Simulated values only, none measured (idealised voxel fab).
Herein follows the process module entitled voxel released beams.
For reference, the cross-section in this document is cut, with width 295 nm and square cells of 5 nm.
Throughout this document, each cross-section is represented as a grid of square cells and is presented as a sequence of bands enumerated from the top downward, where a band comprises one or more rows of cells. What a band's entry tells you: where the top is and where the bottom is, as heights in nm, and after that what lies inside, material by material from left to right, each with its width in nm. Empty space is written as the word "empty", and a single material marked with the word "all across" occupies the band from edge to edge. Convention: height 0 is the level below which the wafer, as received, is all one material. The lowest band does not terminate at the bottom but continues downward, represented as "0..down". Think of "30..40" as a width that walks from the first number to the second as you go down the band, top row to bottom row, taking equal-sized steps from row to row. "no modifications", as given for a step, is the statement that not any cell of the cross-section underwent a change during that step. This entry, "Enclosed internal cavities", enumerates those empty regions of no fewer than 8 cells that possess no open connection to the top. Each region is reported in the form width x height at distance, the distance being taken from the left edge, with all three quantities expressed in nm. The remark found on a step's line after its settings is issued by the simulator itself and pertains to that step. overlay nm: right-of-plan distance of the mask on a masked step; negative values mean left-of-plan.

THESE ARE THE STEPS WE PLANNED FOR THE PROCESS
1 RECEIVE [material Si]
2 CONFORMAL_DEP [material Al2O3] [thk nm 5]
3 DIRECTIONAL_DEP [material SiO2] [thk nm 10]
4 MASKED_ETCH [tone open] [mask id ANCHOR] [width nm 35] [etch materials SiO2] [depth nm 10] [overlay nm 0]
5 CONFORMAL_DEP [material W] [thk nm 10]
6 MASKED_ETCH [tone cover] [mask id BEAM] [width nm 105] [etch materials W] [depth nm 10] [overlay nm 0]
7 STRIP [etch materials SiO2]

AS-RECEIVED STATE OF THE WAFER IN CROSS-SECTION, EQUIVALENT TO POST-STEP 1
- 0..down: Si all across
- Enclosed internal cavities: none

END-OF-MODULE CROSS-SECTION OF THE FIRST OF TWO WAFERS, PROCESSED AS PLANNED
- 25..15: empty=90, then W=15, then empty=15, then W=75, then empty=100
- 15..5: empty=95, then W=35, then empty=165
- 5..0: Al2O3 all across
- 0..down: Si all across
- Enclosed internal cavities: none

WAFER TWO CROSS-SECTION, MODULE END. START AND PLAN UNCHANGED FROM WAFER ONE; ONE MISTAKE MADE DURING THE RUN
- 25..15: empty=95, then W=10, then empty=15, then W=80, then empty=95
- 15..5: empty=95, then W=35, then empty=165
- 5..0: Al2O3 all across
- 0..down: Si all across
- Enclosed internal cavities: none
Which mistake was made when the wafer was run? off-plan run, step 6, actual operation and settings MASKED_ETCH [tone cover] [mask id BEAM] [width nm 105] [etch materials W] [depth nm 10] [overlay nm 5]
End check, second vs first wafer: material counts in cells match, positions do not.
